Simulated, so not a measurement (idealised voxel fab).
The process module that follows is named voxel self aligned contacts.
Section shown: cut. Width: 285 nm. Cell size: 5 nm, square.
Cross-section = grid of square cells, listed top down in bands; band = one or more rows.
Per band: top height and bottom height in nm, followed by the left-to-right materials and their widths in nm; "everywhere" marks a single material spanning edge to edge, "empty" marks empty space.
Note: height 0 marks the level under which the wafer is uniformly one material as received. Lowest band unbounded below, written "0 -> down".
So if you see something like "30 to 40" for the width, read it as the top row of the band sitting at the first number and the bottom row at the second, with every row in between moving by the same amount as the last.
Given "nothing changed" for a step, no cell of the cross-section differs between before and after that step.
Closed-off voids of 8+ cells (no open route to the top) go in "Cavities, closed", written width x height at distance from the left edge, in nm.
Formally, on a step line, whatever follows the settings is a remark that the simulator itself makes on the step.
overlay nm: step with mask; distance mask lay right of planned place; negative value = left of planned place.

THESE ARE THE STEPS WE PLANNED FOR THE PROCESS
- 1: RECEIVE [material Si]
- 2: OXIDIZE [depth nm 5]
- 3: DIRECTIONAL_DEP [material polySi] [thk nm 20]
- 4: DIRECTIONAL_DEP [material SiN] [thk nm 20]
- 5: MASKED_ETCH [tone cover] [mask id GATE] [width nm 35] [pitch nm 80] [etch materials SiN] [depth nm 20] [overlay nm 0]
- 6: MASKED_ETCH [tone cover] [mask id GATE] [width nm 35] [pitch nm 80] [etch materials polySi] [depth nm 20] [overlay nm 0]
- 7: CONFORMAL_DEP [material SiN] [thk nm 10]
- 8: DIRECTIONAL_ETCH [etch materials SiN] [depth nm 10]
- 9: FILL_DEP [material SiO2] [thk nm 15]
- 10: CMP [height nm 45]
- 11: PATTERN [tone open] [mask id CONTACT] [material resist] [width nm 65] [thk nm 20] [overlay nm 0]
- 12: DIRECTIONAL_ETCH [etch materials SiO2] [depth nm 50]
- 13: STRIP [etch materials resist]
- 14: CONFORMAL_DEP [material TiN] [thk nm 5]
- 15: FILL_DEP [material Ru] [thk nm 10]
- 16: CMP [height nm 45]
- 17: CONFORMAL_DEP [material SiCN] [thk nm 5]

THIS IS THE CROSS-SECTION OF THE WAFER AS WE RECEIVED IT, I.E. AFTER STEP 1
- 0 -> down = Si everywhere
- Cavities, closed: none

CROSS-SECTIONAL VIEW OF THE FIRST OF THE TWO WAFERS UPON COMPLETION OF THE MODULE, PROCESSED IN ACCORDANCE WITH THE PLAN
- 50 -> 45 = SiCN everywhere
- 45 -> 40 = 110 nm SiO2; 25 nm TiN; 15 nm Ru; 25 nm TiN; 110 nm SiO2
- 40 -> 20 = 75 nm SiO2; 55 nm SiN; 5 nm TiN; 15 nm Ru; 5 nm TiN; 55 nm SiN; 75 nm SiO2
- 20 -> 0 = 75 nm SiO2; 10 nm SiN; 35 nm polySi; 10 nm SiN; 5 nm TiN; 15 nm Ru; 5 nm TiN; 10 nm SiN; 35 nm polySi; 10 nm SiN; 75 nm SiO2
- 0 -> -5 = 130 nm SiO2; 25 nm TiN; 130 nm SiO2
- -5 -> down = Si everywhere
- Cavities, closed: none

SECOND WAFER AT THE END: LIKE START, LIKE PLAN, ONE MISTAKE
- 50 -> 45 = SiCN everywhere
- 45 -> 40 = 110 nm SiO2; 25 nm TiN; 15 nm Ru; 25 nm TiN; 110 nm SiO2
- 40 -> 20 = 75 nm SiO2; 55 nm SiN; 5 nm TiN; 15 nm Ru; 5 nm TiN; 55 nm SiN; 75 nm SiO2
- 20 -> 0 = 75 nm SiO2; 10 nm SiN; 35 nm polySi; 10 nm SiN; 5 nm TiN; 15 nm Ru; 5 nm TiN; 10 nm SiN; 35 nm polySi; 10 nm SiN; 75 nm SiO2
- 0 -> -5 = 130 nm SiO2; 25 nm TiN; 130 nm SiO2
- -5 -> -10 = SiO2 everywhere
- -10 -> down = Si everywhere
- Cavities, closed: none
What broke from the plan during processing? contrary to plan, step 2 was performed as OXIDIZE [depth nm 10]
In the final state, the cell counts of the second wafer exceed or fall short of those of the first for the following materials: 57 fewer of Si, 57 more of SiO2
